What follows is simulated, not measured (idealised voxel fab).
process module | voxel ribs on slabs
cross-section cut | 145 nm wide | cells 5 nm
A cross-section is a grid of square cells, given in bands from the top down. A band is one or more rows of cells.
Each band's line starts with the height of the band's top and of its bottom, in nm. Then come its materials from left to right, each with its width in nm. One material with "throughout" fills the band from edge to edge. "air" is empty space.
Height 0 is the level under which the wafer as received is all one material. The lowest band goes on downwards, as in "0 down".
A width such as "30 to 40" changes by the same amount from each row of cells to the next, from the band's top row to its bottom row.
"no change" after a step means that no cell of the cross-section changed.
closed voids: empty space of 8 cells or more with no open way to the top, each as width x height at its distance from the left edge, in nm
after a step's settings: what the simulator itself notes on the step
overlay nm, on a step with a mask: how far to the right of its planned place the mask lay; to the left if negative
plan
1 op RECEIVE | material Si
2 op DIRECTIONAL_DEP | material SiO2 | thk nm 30
3 op DIRECTIONAL_DEP | material polySi | thk nm 20
4 op DIRECTIONAL_DEP | material aC | thk nm 15
5 op PATTERN | tone cover | mask id RIB | material resist | width nm 30 | thk nm 35 | overlay nm 0
6 op DIRECTIONAL_ETCH | etch materials aC | depth nm 15
7 op STRIP | etch materials resist
8 op DIRECTIONAL_ETCH | etch materials polySi | depth nm 15
9 op STRIP | etch materials aC
10 op PATTERN | tone cover | mask id SLAB | material resist | width nm 90 | thk nm 15 | overlay nm 0
11 op DIRECTIONAL_ETCH | etch materials polySi | depth nm 5
12 op STRIP | etch materials resist
13 op FILL_DEP | material SiO2 | thk nm 25
14 op CMP | height nm 70
15 op DIRECTIONAL_DEP | material TiN | thk nm 5
16 op PATTERN | tone cover | mask id HEATER | material resist | width nm 40 | thk nm 15 | overlay nm 0
17 op DIRECTIONAL_ETCH | etch materials TiN | depth nm 5
18 op STRIP | etch materials resist
19 op CONFORMAL_DEP | material SiO2 | thk nm 10
first wafer, as planned
as received, after step 1
  0 down: Si throughout
  closed voids: none
after step 2
  30 to 0: SiO2 throughout
  below 0: unchanged
after step 3
  50 to 30: polySi throughout
  below 30: unchanged
after step 4
  65 to 50: aC throughout
  below 50: unchanged
after step 5
  100 to 65: air 55 | resist 30 | air 60
  below 65: unchanged
after step 6
  85 to 65: air 55 | resist 30 | air 60
  65 to 50: air 55 | aC 30 | air 60
  below 50: unchanged
after step 7
  65 to 50: air 55 | aC 30 | air 60
  below 50: unchanged
after step 8
  65 to 50: air 55 | aC 30 | air 60
  50 to 35: air 55 | polySi 30 | air 60
  below 35: unchanged
after step 9
  50 to 35: air 55 | polySi 30 | air 60
  below 35: unchanged
after step 10
  65 to 50: air 25 | resist 90 | air 30
  50 to 35: air 25 | resist 30 | polySi 30 | resist 30 | air 30
  below 35: unchanged
after step 11
  65 to 50: air 25 | resist 90 | air 30
  50 to 35: air 25 | resist 30 | polySi 30 | resist 30 | air 30
  35 to 30: air 25 | polySi 90 | air 30
  below 30: unchanged
after step 12
  50 to 35: air 55 | polySi 30 | air 60
  below 35: unchanged
after step 13
  75 to 50: SiO2 throughout
  50 to 35: SiO2 55 | polySi 30 | SiO2 60
  35 to 30: SiO2 25 | polySi 90 | SiO2 30
  below 30: unchanged
after step 14
  70 to 50: SiO2 throughout
  below 50: unchanged
after step 15
  75 to 70: TiN throughout
  below 70: unchanged
after step 16
  90 to 75: air 50 | resist 40 | air 55
  below 75: unchanged
after step 17
  90 to 75: air 50 | resist 40 | air 55
  75 to 70: air 50 | TiN 40 | air 55
  below 70: unchanged
after step 18
  75 to 70: air 50 | TiN 40 | air 55
  below 70: unchanged
after step 19
  85 to 80: air 40 | SiO2 60 | air 45
  80 to 75: SiO2 throughout
  75 to 70: SiO2 50 | TiN 40 | SiO2 55
  below 70: unchanged
second wafer: like start, like plan, one mistake. Through step 4 it matches the first wafer
when step 5 should have ended
  100 to 65: resist 55 | air 30 | resist 60
  below 65: unchanged
when step 6 should have ended
  85 to 65: resist 55 | air 30 | resist 60
  65 to 50: aC 55 | air 30 | aC 60
  below 50: unchanged
when step 7 should have ended
  65 to 50: aC 55 | air 30 | aC 60
  below 50: unchanged
when step 8 should have ended
  65 to 50: aC 55 | air 30 | aC 60
  50 to 35: polySi 55 | air 30 | polySi 60
  below 35: unchanged
when step 9 should have ended
  50 to 35: polySi 55 | air 30 | polySi 60
  below 35: unchanged
when step 10 should have ended
  65 to 50: air 25 | resist 90 | air 30
  50 to 35: polySi 55 | resist 30 | polySi 60
  below 35: unchanged
when step 11 should have ended
  65 to 50: air 25 | resist 90 | air 30
  50 to 45: air 25 | polySi 30 | resist 30 | polySi 30 | air 30
  below 45: unchanged
when step 12 should have ended
  50 to 45: air 25 | polySi 30 | air 30 | polySi 30 | air 30
  45 to 35: polySi 55 | air 30 | polySi 60
  below 35: unchanged
when step 13 should have ended
  75 to 50: SiO2 throughout
  50 to 45: SiO2 25 | polySi 30 | SiO2 30 | polySi 30 | SiO2 30
  45 to 35: polySi 55 | SiO2 30 | polySi 60
  below 35: unchanged
when step 14 should have ended
  70 to 50: SiO2 throughout
  below 50: unchanged
when step 15 should have ended
  75 to 70: TiN throughout
  below 70: unchanged
when step 16 should have ended
  90 to 75: air 50 | resist 40 | air 55
  below 75: unchanged
when step 17 should have ended
  90 to 75: air 50 | resist 40 | air 55
  75 to 70: air 50 | TiN 40 | air 55
  below 70: unchanged
when step 18 should have ended
  75 to 70: air 50 | TiN 40 | air 55
  below 70: unchanged
when step 19 should have ended
  85 to 80: air 40 | SiO2 60 | air 45
  80 to 75: SiO2 throughout
  75 to 70: SiO2 50 | TiN 40 | SiO2 55
  below 70: unchanged
what went wrong: step 5 ran as: op PATTERN | tone open | mask id RIB | material resist | width nm 30 | thk nm 35 | overlay nm 0
at the end the second wafer has, in cells: 51 fewer of SiO2 | 51 more of polySi
